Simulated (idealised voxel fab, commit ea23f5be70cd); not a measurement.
The process module that follows is named voxel wiring stack.
We display cut, a cross-section 205 nm in width whose square cells are each 5 nm.
Format of a cross-section: grid, square cells. Given as bands. Order: top down. Band: one or more rows of cells.
Heights first: top, then bottom, in nm. Then materials, left to right, each with a width in nm. "all across" on a single material: fills the band edge to edge. "blank": empty space.
Heights are measured from 0, the level below which the as-received wafer is all one material; the lowest band has no bottom and continues downward, written as in "z 0 and below".
Graded width ("30->40"): value in top row of band = first number; value in bottom row = second number; row-to-row change constant.
A step reported as "changes: none" is a step in which no cell of the cross-section changed.
"Cavities, sealed" specifies each empty space that is not open to the top and that occupies no fewer than 8 cells, using the form width x height at distance, the distance measured from the left edge and all three quantities in nm.
Step line, after settings: the simulator's comment on this step.
Among the settings permitted on a step's line is "overlay nm"; applied to a step with a mask, it specifies the extent to which the mask lay to the right of its planned position, whereas a negative figure signifies a position to the left.

Plan
1 RECEIVE (material Si)
2 CONFORMAL_DEP (material SiO2; thk nm 15)
3 CONFORMAL_DEP (material SiCN; thk nm 5)
4 DIRECTIONAL_DEP (material SiO2; thk nm 25)
5 PATTERN (tone open; mask id METAL_1; material resist; width nm 30; pitch nm 45; thk nm 15; overlay nm 0)
6 DIRECTIONAL_ETCH (etch materials SiO2; depth nm 25)
7 DIRECTIONAL_ETCH (etch materials SiCN; depth nm 5)
8 STRIP (etch materials resist)
9 CONFORMAL_DEP (material TiN; thk nm 5)
10 FILL_DEP (material Ru; thk nm 10)
11 CMP (height nm 45)
12 CONFORMAL_DEP (material SiCN; thk nm 5)
13 DIRECTIONAL_DEP (material lowk; thk nm 15)
14 DIRECTIONAL_DEP (material aC; thk nm 10)
15 PATTERN (tone open; mask id PLUG_1; material resist; width nm 15; pitch nm 45; thk nm 25; overlay nm 0)
16 DIRECTIONAL_ETCH (etch materials aC; depth nm 10)
17 STRIP (etch materials resist)
18 DIRECTIONAL_ETCH (etch materials lowk; depth nm 15)
19 DIRECTIONAL_ETCH (etch materials SiCN; depth nm 5)
20 STRIP (etch materials aC)
21 EPI (material Ru; thk nm 10)
22 EPI (material Ru; thk nm 10)
23 DIRECTIONAL_DEP (material TiN; thk nm 5)
24 DIRECTIONAL_DEP (material W; thk nm 15)
25 DIRECTIONAL_DEP (material aC; thk nm 15)
26 PATTERN (tone cover; mask id METAL_2; material resist; width nm 30; pitch nm 45; thk nm 30; overlay nm 0)
27 DIRECTIONAL_ETCH (etch materials aC; depth nm 15)
28 STRIP (etch materials resist)
29 DIRECTIONAL_ETCH (etch materials W; depth nm 15)
30 DIRECTIONAL_ETCH (etch materials TiN; depth nm 5)
31 STRIP (etch materials aC)
32 FILL_DEP (material SiO2; thk nm 5)
33 CMP (height nm 85)
34 CONFORMAL_DEP (material SiCN; thk nm 5)
35 DIRECTIONAL_DEP (material lowk; thk nm 30)
36 PATTERN (tone open; mask id METAL_3; material resist; width nm 30; pitch nm 45; thk nm 15; overlay nm 0)
37 DIRECTIONAL_ETCH (etch materials lowk; depth nm 15)
38 STRIP (etch materials resist)
39 MASKED_ETCH (tone open; mask id METAL_3_HOLES; width nm 15; etch materials lowk; depth nm 15; overlay nm 0)
40 MASKED_ETCH (tone open; mask id METAL_3_HOLES; width nm 15; etch materials SiCN; depth nm 5; overlay nm 0)
41 CONFORMAL_DEP (material TiN; thk nm 5)
42 FILL_DEP (material Cu; thk nm 10)
43 CMP (height nm 120)
44 CONFORMAL_DEP (material SiCN; thk nm 5)
45 DIRECTIONAL_DEP (material lowk; thk nm 30)
46 DIRECTIONAL_DEP (material aC; thk nm 10)
47 PATTERN (tone open; mask id METAL_4; material resist; width nm 30; pitch nm 45; thk nm 30; overlay nm 0)
48 DIRECTIONAL_ETCH (etch materials aC; depth nm 10)
49 STRIP (etch materials resist)
50 DIRECTIONAL_ETCH (etch materials lowk; depth nm 15)
51 STRIP (etch materials aC)
52 DIRECTIONAL_DEP (material aC; thk nm 10)
53 PATTERN (tone open; mask id METAL_4_HOLES; material resist; width nm 15; thk nm 30; overlay nm 0)
54 DIRECTIONAL_ETCH (etch materials aC; depth nm 10)
55 STRIP (etch materials resist)
56 DIRECTIONAL_ETCH (etch materials lowk; depth nm 15)
57 DIRECTIONAL_ETCH (etch materials SiCN; depth nm 5)
58 STRIP (etch materials aC)
59 CONFORMAL_DEP (material TiN; thk nm 5)
60 FILL_DEP (material Cu; thk nm 10)
61 CMP (height nm 155)
62 CONFORMAL_DEP (material SiCN; thk nm 5)

Below: the first of two wafers, run as planned

Incoming wafer, cross-sectional view, post step 1
- z 0 and below | Si all across
- Cavities, sealed: none

How the wafer stands in section after step 2
- z 15 to 0 | SiO2 all across
- Heights below 0 show no change.

How the wafer stands in section after step 3
- z 20 to 15 | SiCN all across
- Heights below 15 show no change.

How the wafer stands in section after step 4
- z 45 to 20 | SiO2 all across
- Heights below 20 show no change.

How the wafer stands in section after step 5
- z 60 to 45 | 65 nm resist, 30 nm blank, 15 nm resist, 30 nm blank, 65 nm resist
- Heights below 45 show no change.

How the wafer stands in section after step 6
- z 60 to 45 | 65 nm resist, 30 nm blank, 15 nm resist, 30 nm blank, 65 nm resist
- z 45 to 20 | 65 nm SiO2, 30 nm blank, 15 nm SiO2, 30 nm blank, 65 nm SiO2
- Heights below 20 show no change.

How the wafer stands in section after step 7
- z 60 to 45 | 65 nm resist, 30 nm blank, 15 nm resist, 30 nm blank, 65 nm resist
- z 45 to 20 | 65 nm SiO2, 30 nm blank, 15 nm SiO2, 30 nm blank, 65 nm SiO2
- z 20 to 15 | 65 nm SiCN, 30 nm blank, 15 nm SiCN, 30 nm blank, 65 nm SiCN
- Heights below 15 show no change.

How the wafer stands in section after step 8
- z 45 to 20 | 65 nm SiO2, 30 nm blank, 15 nm SiO2, 30 nm blank, 65 nm SiO2
- Heights below 20 show no change.

How the wafer stands in section after step 9
- z 50 to 45 | 70 nm TiN, 20 nm blank, 25 nm TiN, 20 nm blank, 70 nm TiN
- z 45 to 20 | 65 nm SiO2, 5 nm TiN, 20 nm blank, 5 nm TiN, 15 nm SiO2, 5 nm TiN, 20 nm blank, 5 nm TiN, 65 nm SiO2
- z 20 to 15 | 65 nm SiCN, 30 nm TiN, 15 nm SiCN, 30 nm TiN, 65 nm SiCN
- Heights below 15 show no change.

How the wafer stands in section after step 10
- z 60 to 50 | Ru all across
- z 50 to 45 | 70 nm TiN, 20 nm Ru, 25 nm TiN, 20 nm Ru, 70 nm TiN
- z 45 to 20 | 65 nm SiO2, 5 nm TiN, 20 nm Ru, 5 nm TiN, 15 nm SiO2, 5 nm TiN, 20 nm Ru, 5 nm TiN, 65 nm SiO2
- Heights below 20 show no change.

How the wafer stands in section after step 11
- z 45 to 20 | 65 nm SiO2, 5 nm TiN, 20 nm Ru, 5 nm TiN, 15 nm SiO2, 5 nm TiN, 20 nm Ru, 5 nm TiN, 65 nm SiO2
- Heights below 20 show no change.

How the wafer stands in section after step 12
- z 50 to 45 | SiCN all across
- Heights below 45 show no change.

How the wafer stands in section after step 13
- z 65 to 50 | lowk all across
- Heights below 50 show no change.

How the wafer stands in section after step 14
- z 75 to 65 | aC all across
- Heights below 65 show no change.

How the wafer stands in section after step 15
- z 100 to 75 | 65 nm resist, 15 nm blank, 30 nm resist, 15 nm blank, 80 nm resist
- Heights below 75 show no change.

How the wafer stands in section after step 16
- z 90 to 75 | 65 nm resist, 15 nm blank, 30 nm resist, 15 nm blank, 80 nm resist
- z 75 to 65 | 65 nm aC, 15 nm blank, 30 nm aC, 15 nm blank, 80 nm aC
- Heights below 65 show no change.

How the wafer stands in section after step 17
- z 75 to 65 | 65 nm aC, 15 nm blank, 30 nm aC, 15 nm blank, 80 nm aC
- Heights below 65 show no change.

How the wafer stands in section after step 18
- z 75 to 65 | 65 nm aC, 15 nm blank, 30 nm aC, 15 nm blank, 80 nm aC
- z 65 to 50 | 65 nm lowk, 15 nm blank, 30 nm lowk, 15 nm blank, 80 nm lowk
- Heights below 50 show no change.

How the wafer stands in section after step 19
- z 75 to 65 | 65 nm aC, 15 nm blank, 30 nm aC, 15 nm blank, 80 nm aC
- z 65 to 50 | 65 nm lowk, 15 nm blank, 30 nm lowk, 15 nm blank, 80 nm lowk
- z 50 to 45 | 65 nm SiCN, 15 nm blank, 30 nm SiCN, 15 nm blank, 80 nm SiCN
- Heights below 45 show no change.

How the wafer stands in section after step 20
- z 65 to 50 | 65 nm lowk, 15 nm blank, 30 nm lowk, 15 nm blank, 80 nm lowk
- Heights below 50 show no change.

How the wafer stands in section after step 21
- z 65 to 55 | 65 nm lowk, 15 nm blank, 30 nm lowk, 15 nm blank, 80 nm lowk
- z 55 to 50 | 65 nm lowk, 15 nm Ru, 30 nm lowk, 15 nm Ru, 80 nm lowk
- z 50 to 45 | 65 nm SiCN, 15 nm Ru, 30 nm SiCN, 15 nm Ru, 80 nm SiCN
- Heights below 45 show no change.

How the wafer stands in section after step 22
- z 65 to 50 | 65 nm lowk, 15 nm Ru, 30 nm lowk, 15 nm Ru, 80 nm lowk
- Heights below 50 show no change.

How the wafer stands in section after step 23
- z 70 to 65 | TiN all across
- Heights below 65 show no change.

How the wafer stands in section after step 24
- z 85 to 70 | W all across
- Heights below 70 show no change.

How the wafer stands in section after step 25
- z 100 to 85 | aC all across
- Heights below 85 show no change.

How the wafer stands in section after step 26
- z 130 to 100 | 65 nm blank, 30 nm resist, 15 nm blank, 30 nm resist, 65 nm blank
- Heights below 100 show no change.

How the wafer stands in section after step 27
- z 115 to 100 | 65 nm blank, 30 nm resist, 15 nm blank, 30 nm resist, 65 nm blank
- z 100 to 85 | 65 nm blank, 30 nm aC, 15 nm blank, 30 nm aC, 65 nm blank
- Heights below 85 show no change.

How the wafer stands in section after step 28
- z 100 to 85 | 65 nm blank, 30 nm aC, 15 nm blank, 30 nm aC, 65 nm blank
- Heights below 85 show no change.

How the wafer stands in section after step 29
- z 100 to 85 | 65 nm blank, 30 nm aC, 15 nm blank, 30 nm aC, 65 nm blank
- z 85 to 70 | 65 nm blank, 30 nm W, 15 nm blank, 30 nm W, 65 nm blank
- Heights below 70 show no change.

How the wafer stands in section after step 30
- z 100 to 85 | 65 nm blank, 30 nm aC, 15 nm blank, 30 nm aC, 65 nm blank
- z 85 to 70 | 65 nm blank, 30 nm W, 15 nm blank, 30 nm W, 65 nm blank
- z 70 to 65 | 65 nm blank, 30 nm TiN, 15 nm blank, 30 nm TiN, 65 nm blank
- Heights below 65 show no change.

How the wafer stands in section after step 31
- z 85 to 70 | 65 nm blank, 30 nm W, 15 nm blank, 30 nm W, 65 nm blank
- Heights below 70 show no change.

How the wafer stands in section after step 32
- z 90 to 85 | SiO2 all across
- z 85 to 70 | 65 nm SiO2, 30 nm W, 15 nm SiO2, 30 nm W, 65 nm SiO2
- z 70 to 65 | 65 nm SiO2, 30 nm TiN, 15 nm SiO2, 30 nm TiN, 65 nm SiO2
- Heights below 65 show no change.

How the wafer stands in section after step 33
- z 85 to 70 | 65 nm SiO2, 30 nm W, 15 nm SiO2, 30 nm W, 65 nm SiO2
- Heights below 70 show no change.

How the wafer stands in section after step 34
- z 90 to 85 | SiCN all across
- Heights below 85 show no change.

How the wafer stands in section after step 35
- z 120 to 90 | lowk all across
- Heights below 90 show no change.

How the wafer stands in section after step 36
- z 135 to 120 | 65 nm resist, 30 nm blank, 15 nm resist, 30 nm blank, 65 nm resist
- Heights below 120 show no change.

How the wafer stands in section after step 37
- z 135 to 120 | 65 nm resist, 30 nm blank, 15 nm resist, 30 nm blank, 65 nm resist
- z 120 to 105 | 65 nm lowk, 30 nm blank, 15 nm lowk, 30 nm blank, 65 nm lowk
- Heights below 105 show no change.

How the wafer stands in section after step 38
- z 120 to 105 | 65 nm lowk, 30 nm blank, 15 nm lowk, 30 nm blank, 65 nm lowk
- Heights below 105 show no change.

How the wafer stands in section after step 39
- z 120 to 105 | 65 nm lowk, 30 nm blank, 15 nm lowk, 30 nm blank, 65 nm lowk
- z 105 to 90 | 65 nm lowk, 15 nm blank, 125 nm lowk
- Heights below 90 show no change.

How the wafer stands in section after step 40
- z 120 to 105 | 65 nm lowk, 30 nm blank, 15 nm lowk, 30 nm blank, 65 nm lowk
- z 105 to 90 | 65 nm lowk, 15 nm blank, 125 nm lowk
- z 90 to 85 | 65 nm SiCN, 15 nm blank, 125 nm SiCN
- Heights below 85 show no change.

How the wafer stands in section after step 41
- z 125 to 120 | 70 nm TiN, 20 nm blank, 25 nm TiN, 20 nm blank, 70 nm TiN
- z 120 to 110 | 65 nm lowk, 5 nm TiN, 20 nm blank, 5 nm TiN, 15 nm lowk, 5 nm TiN, 20 nm blank, 5 nm TiN, 65 nm lowk
- z 110 to 105 | 65 nm lowk, 5 nm TiN, 5 nm blank, 20 nm TiN, 15 nm lowk, 30 nm TiN, 65 nm lowk
- z 105 to 90 | 65 nm lowk, 5 nm TiN, 5 nm blank, 5 nm TiN, 125 nm lowk
- z 90 to 85 | 65 nm SiCN, 15 nm TiN, 125 nm SiCN
- Heights below 85 show no change.

How the wafer stands in section after step 42
- z 135 to 125 | Cu all across
- z 125 to 120 | 70 nm TiN, 20 nm Cu, 25 nm TiN, 20 nm Cu, 70 nm TiN
- z 120 to 110 | 65 nm lowk, 5 nm TiN, 20 nm Cu, 5 nm TiN, 15 nm lowk, 5 nm TiN, 20 nm Cu, 5 nm TiN, 65 nm lowk
- z 110 to 105 | 65 nm lowk, 5 nm TiN, 5 nm Cu, 20 nm TiN, 15 nm lowk, 30 nm TiN, 65 nm lowk
- z 105 to 90 | 65 nm lowk, 5 nm TiN, 5 nm Cu, 5 nm TiN, 125 nm lowk
- Heights below 90 show no change.

How the wafer stands in section after step 43
- z 120 to 110 | 65 nm lowk, 5 nm TiN, 20 nm Cu, 5 nm TiN, 15 nm lowk, 5 nm TiN, 20 nm Cu, 5 nm TiN, 65 nm lowk
- Heights below 110 show no change.

How the wafer stands in section after step 44
- z 125 to 120 | SiCN all across
- Heights below 120 show no change.

How the wafer stands in section after step 45
- z 155 to 125 | lowk all across
- Heights below 125 show no change.

How the wafer stands in section after step 46
- z 165 to 155 | aC all across
- Heights below 155 show no change.

How the wafer stands in section after step 47
- z 195 to 165 | 65 nm resist, 30 nm blank, 15 nm resist, 30 nm blank, 65 nm resist
- Heights below 165 show no change.

How the wafer stands in section after step 48
- z 185 to 165 | 65 nm resist, 30 nm blank, 15 nm resist, 30 nm blank, 65 nm resist
- z 165 to 155 | 65 nm aC, 30 nm blank, 15 nm aC, 30 nm blank, 65 nm aC
- Heights below 155 show no change.

How the wafer stands in section after step 49
- z 165 to 155 | 65 nm aC, 30 nm blank, 15 nm aC, 30 nm blank, 65 nm aC
- Heights below 155 show no change.

How the wafer stands in section after step 50
- z 165 to 155 | 65 nm aC, 30 nm blank, 15 nm aC, 30 nm blank, 65 nm aC
- z 155 to 140 | 65 nm lowk, 30 nm blank, 15 nm lowk, 30 nm blank, 65 nm lowk
- Heights below 140 show no change.

How the wafer stands in section after step 51
- z 155 to 140 | 65 nm lowk, 30 nm blank, 15 nm lowk, 30 nm blank, 65 nm lowk
- Heights below 140 show no change.

How the wafer stands in section after step 52
- z 165 to 155 | 65 nm aC, 30 nm blank, 15 nm aC, 30 nm blank, 65 nm aC
- z 155 to 150 | 65 nm lowk, 30 nm blank, 15 nm lowk, 30 nm blank, 65 nm lowk
- z 150 to 140 | 65 nm lowk, 30 nm aC, 15 nm lowk, 30 nm aC, 65 nm lowk
- Heights below 140 show no change.

How the wafer stands in section after step 53
- z 195 to 165 | 65 nm resist, 15 nm blank, 125 nm resist
- z 165 to 155 | 65 nm aC, 15 nm blank, 15 nm resist, 15 nm aC, 30 nm resist, 65 nm aC
- z 155 to 150 | 65 nm lowk, 15 nm blank, 15 nm resist, 15 nm lowk, 30 nm resist, 65 nm lowk
- Heights below 150 show no change.

How the wafer stands in section after step 54
- z 185 to 165 | 65 nm resist, 15 nm blank, 125 nm resist
- z 165 to 155 | 65 nm aC, 15 nm blank, 15 nm resist, 15 nm aC, 30 nm resist, 65 nm aC
- z 155 to 150 | 65 nm lowk, 15 nm blank, 15 nm resist, 15 nm lowk, 30 nm resist, 65 nm lowk
- z 150 to 140 | 65 nm lowk, 15 nm blank, 15 nm aC, 15 nm lowk, 30 nm aC, 65 nm lowk
- Heights below 140 show no change.

How the wafer stands in section after step 55
- z 165 to 155 | 65 nm aC, 30 nm blank, 15 nm aC, 30 nm blank, 65 nm aC
- z 155 to 150 | 65 nm lowk, 30 nm blank, 15 nm lowk, 30 nm blank, 65 nm lowk
- Heights below 150 show no change.

How the wafer stands in section after step 56
- z 165 to 155 | 65 nm aC, 30 nm blank, 15 nm aC, 30 nm blank, 65 nm aC
- z 155 to 150 | 65 nm lowk, 30 nm blank, 15 nm lowk, 30 nm blank, 65 nm lowk
- z 150 to 140 | 65 nm lowk, 15 nm blank, 15 nm aC, 15 nm lowk, 30 nm aC, 65 nm lowk
- z 140 to 125 | 65 nm lowk, 15 nm blank, 125 nm lowk
- Heights below 125 show no change.

How the wafer stands in section after step 57
- z 165 to 155 | 65 nm aC, 30 nm blank, 15 nm aC, 30 nm blank, 65 nm aC
- z 155 to 150 | 65 nm lowk, 30 nm blank, 15 nm lowk, 30 nm blank, 65 nm lowk
- z 150 to 140 | 65 nm lowk, 15 nm blank, 15 nm aC, 15 nm lowk, 30 nm aC, 65 nm lowk
- z 140 to 125 | 65 nm lowk, 15 nm blank, 125 nm lowk
- z 125 to 120 | 65 nm SiCN, 15 nm blank, 125 nm SiCN
- Heights below 120 show no change.

How the wafer stands in section after step 58
- z 155 to 140 | 65 nm lowk, 30 nm blank, 15 nm lowk, 30 nm blank, 65 nm lowk
- Heights below 140 show no change.

How the wafer stands in section after step 59
- z 160 to 155 | 70 nm TiN, 20 nm blank, 25 nm TiN, 20 nm blank, 70 nm TiN
- z 155 to 145 | 65 nm lowk, 5 nm TiN, 20 nm blank, 5 nm TiN, 15 nm lowk, 5 nm TiN, 20 nm blank, 5 nm TiN, 65 nm lowk
- z 145 to 140 | 65 nm lowk, 5 nm TiN, 5 nm blank, 20 nm TiN, 15 nm lowk, 30 nm TiN, 65 nm lowk
- z 140 to 125 | 65 nm lowk, 5 nm TiN, 5 nm blank, 5 nm TiN, 125 nm lowk
- z 125 to 120 | 65 nm SiCN, 15 nm TiN, 125 nm SiCN
- Heights below 120 show no change.

How the wafer stands in section after step 60
- z 170 to 160 | Cu all across
- z 160 to 155 | 70 nm TiN, 20 nm Cu, 25 nm TiN, 20 nm Cu, 70 nm TiN
- z 155 to 145 | 65 nm lowk, 5 nm TiN, 20 nm Cu, 5 nm TiN, 15 nm lowk, 5 nm TiN, 20 nm Cu, 5 nm TiN, 65 nm lowk
- z 145 to 140 | 65 nm lowk, 5 nm TiN, 5 nm Cu, 20 nm TiN, 15 nm lowk, 30 nm TiN, 65 nm lowk
- z 140 to 125 | 65 nm lowk, 5 nm TiN, 5 nm Cu, 5 nm TiN, 125 nm lowk
- Heights below 125 show no change.

How the wafer stands in section after step 61
- z 155 to 145 | 65 nm lowk, 5 nm TiN, 20 nm Cu, 5 nm TiN, 15 nm lowk, 5 nm TiN, 20 nm Cu, 5 nm TiN, 65 nm lowk
- Heights below 145 show no change.

How the wafer stands in section after step 62
- z 160 to 155 | SiCN all across
- Heights below 155 show no change.

Second wafer: same start and same plan as the first, one execution error; identical to the first through step 46

When step 47 should have ended
- z 195 to 165 | 65 nm blank, 30 nm resist, 15 nm blank, 30 nm resist, 65 nm blank
- Heights below 165 show no change.

When step 48 should have ended
- z 185 to 165 | 65 nm blank, 30 nm resist, 15 nm blank, 30 nm resist, 65 nm blank
- z 165 to 155 | 65 nm blank, 30 nm aC, 15 nm blank, 30 nm aC, 65 nm blank
- Heights below 155 show no change.

When step 49 should have ended
- z 165 to 155 | 65 nm blank, 30 nm aC, 15 nm blank, 30 nm aC, 65 nm blank
- Heights below 155 show no change.

When step 50 should have ended
- z 165 to 155 | 65 nm blank, 30 nm aC, 15 nm blank, 30 nm aC, 65 nm blank
- z 155 to 140 | 65 nm blank, 30 nm lowk, 15 nm blank, 30 nm lowk, 65 nm blank
- Heights below 140 show no change.

When step 51 should have ended
- z 155 to 140 | 65 nm blank, 30 nm lowk, 15 nm blank, 30 nm lowk, 65 nm blank
- Heights below 140 show no change.

When step 52 should have ended
- z 165 to 155 | 65 nm blank, 30 nm aC, 15 nm blank, 30 nm aC, 65 nm blank
- z 155 to 150 | 65 nm blank, 30 nm lowk, 15 nm blank, 30 nm lowk, 65 nm blank
- z 150 to 140 | 65 nm aC, 30 nm lowk, 15 nm aC, 30 nm lowk, 65 nm aC
- Heights below 140 show no change.

When step 53 should have ended
- z 195 to 165 | 65 nm resist, 15 nm blank, 125 nm resist
- z 165 to 155 | 65 nm resist, 30 nm aC, 15 nm resist, 30 nm aC, 65 nm resist
- z 155 to 150 | 65 nm resist, 30 nm lowk, 15 nm resist, 30 nm lowk, 65 nm resist
- Heights below 150 show no change.

When step 54 should have ended
- z 185 to 165 | 65 nm resist, 15 nm blank, 125 nm resist
- z 165 to 155 | 65 nm resist, 15 nm blank, 15 nm aC, 15 nm resist, 30 nm aC, 65 nm resist
- Heights below 155 show no change.

When step 55 should have ended
- z 165 to 155 | 80 nm blank, 15 nm aC, 15 nm blank, 30 nm aC, 65 nm blank
- z 155 to 150 | 65 nm blank, 30 nm lowk, 15 nm blank, 30 nm lowk, 65 nm blank
- Heights below 150 show no change.

When step 56 should have ended
- z 165 to 155 | 80 nm blank, 15 nm aC, 15 nm blank, 30 nm aC, 65 nm blank
- z 155 to 150 | 80 nm blank, 15 nm lowk, 15 nm blank, 30 nm lowk, 65 nm blank
- z 150 to 140 | 65 nm aC, 15 nm blank, 15 nm lowk, 15 nm aC, 30 nm lowk, 65 nm aC
- Heights below 140 show no change.

when step 57 should have ended: changes: none

When step 58 should have ended
- z 155 to 140 | 80 nm blank, 15 nm lowk, 15 nm blank, 30 nm lowk, 65 nm blank
- Heights below 140 show no change.

When step 59 should have ended
- z 160 to 155 | 75 nm blank, 25 nm TiN, 5 nm blank, 40 nm TiN, 60 nm blank
- z 155 to 145 | 75 nm blank, 5 nm TiN, 15 nm lowk, 5 nm TiN, 5 nm blank, 5 nm TiN, 30 nm lowk, 5 nm TiN, 60 nm blank
- z 145 to 140 | 80 nm TiN, 15 nm lowk, 15 nm TiN, 30 nm lowk, 65 nm TiN
- Heights below 140 show no change.

When step 60 should have ended
- z 170 to 160 | Cu all across
- z 160 to 155 | 75 nm Cu, 25 nm TiN, 5 nm Cu, 40 nm TiN, 60 nm Cu
- z 155 to 145 | 75 nm Cu, 5 nm TiN, 15 nm lowk, 5 nm TiN, 5 nm Cu, 5 nm TiN, 30 nm lowk, 5 nm TiN, 60 nm Cu
- Heights below 145 show no change.

When step 61 should have ended
- z 155 to 145 | 75 nm Cu, 5 nm TiN, 15 nm lowk, 5 nm TiN, 5 nm Cu, 5 nm TiN, 30 nm lowk, 5 nm TiN, 60 nm Cu
- Heights below 145 show no change.

When step 62 should have ended
- z 160 to 155 | SiCN all across
- Heights below 155 show no change.
What was done differently from what was planned? step 47 did not happen as planned, as run it was PATTERN (tone cover; mask id METAL_4; material resist; width nm 30; pitch nm 45; thk nm 30; overlay nm 0)
Final difference in cells, second wafer against first, listed per material as more or fewer: +36 Cu; +3 SiCN; +12 TiN; -51 lowk
